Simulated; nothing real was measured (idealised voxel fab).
process module | voxel self aligned contacts
cross-section cut | 270 nm wide | cells 5 nm
A cross-section is a grid of square cells, given in bands from the top down. A band is one or more rows of cells.
Each band's line starts with the height of the band's top and of its bottom, in nm. Then come its materials from left to right, each with its width in nm. One material with "throughout" fills the band from edge to edge. "air" is empty space.
Height 0 is the level under which the wafer as received is all one material. The lowest band goes on downwards, as in "0 down".
A width such as "30 to 40" changes by the same amount from each row of cells to the next, from the band's top row to its bottom row.
"no change" after a step means that no cell of the cross-section changed.
closed voids: empty space of 8 cells or more with no open way to the top, each as width x height at its distance from the left edge, in nm
after a step's settings: what the simulator itself notes on the step
overlay nm, on a step with a mask: how far to the right of its planned place the mask lay; to the left if negative
plan
1 op RECEIVE | material Si
2 op CONFORMAL_DEP | material SiO2 | thk nm 5
3 op DIRECTIONAL_DEP | material polySi | thk nm 25
4 op DIRECTIONAL_DEP | material SiN | thk nm 25
5 op DIRECTIONAL_DEP | material aC | thk nm 10
6 op PATTERN | tone cover | mask id GATE | material resist | width nm 30 | pitch nm 75 | thk nm 25 | overlay nm 0
7 op DIRECTIONAL_ETCH | etch materials aC | depth nm 10
8 op STRIP | etch materials resist
9 op DIRECTIONAL_ETCH | etch materials SiN | depth nm 25
10 op DIRECTIONAL_ETCH | etch materials polySi | depth nm 25
11 op STRIP | etch materials aC
12 op CONFORMAL_DEP | material SiN | thk nm 10
13 op DIRECTIONAL_ETCH | etch materials SiN | depth nm 10
14 op FILL_DEP | material SiO2 | thk nm 10
15 op CMP | height nm 60
16 op DIRECTIONAL_DEP | material aC | thk nm 10
17 op PATTERN | tone open | mask id CONTACT | material resist | width nm 45 | thk nm 30 | overlay nm 0
18 op DIRECTIONAL_ETCH | etch materials aC | depth nm 10
19 op STRIP | etch materials resist
20 op DIRECTIONAL_ETCH | etch materials SiO2 | depth nm 60
21 op STRIP | etch materials aC
22 op CONFORMAL_DEP | material TiN | thk nm 5
23 op FILL_DEP | material W | thk nm 5
24 op CMP | height nm 60
25 op CONFORMAL_DEP | material SiCN | thk nm 5
varied across the wafers: width nm of step 17. The plan shows the first wafer's value. All wafers start alike
first wafer as received, after step 1
  0 down: Si throughout
  closed voids: none
each wafer at the end: cells of each material gained (+) or lost (-) since it was received, then its closed voids
width nm 45 | +54 SiCN | +140 SiN | +384 SiO2 | +31 TiN | +33 W | +60 polySi | closed voids: none
width nm 50 | +54 SiCN | +140 SiN | +383 SiO2 | +32 TiN | +33 W | +60 polySi | closed voids: none
width nm 55 | +54 SiCN | +140 SiN | +382 SiO2 | +33 TiN | +33 W | +60 polySi | closed voids: none
width nm 60 | +54 SiCN | +140 SiN | +381 SiO2 | +34 TiN | +33 W | +60 polySi | closed voids: none
width nm 65 | +54 SiCN | +140 SiN | +380 SiO2 | +35 TiN | +33 W | +60 polySi | closed voids: none
width nm 70 | +54 SiCN | +140 SiN | +379 SiO2 | +36 TiN | +33 W | +60 polySi | closed voids: none
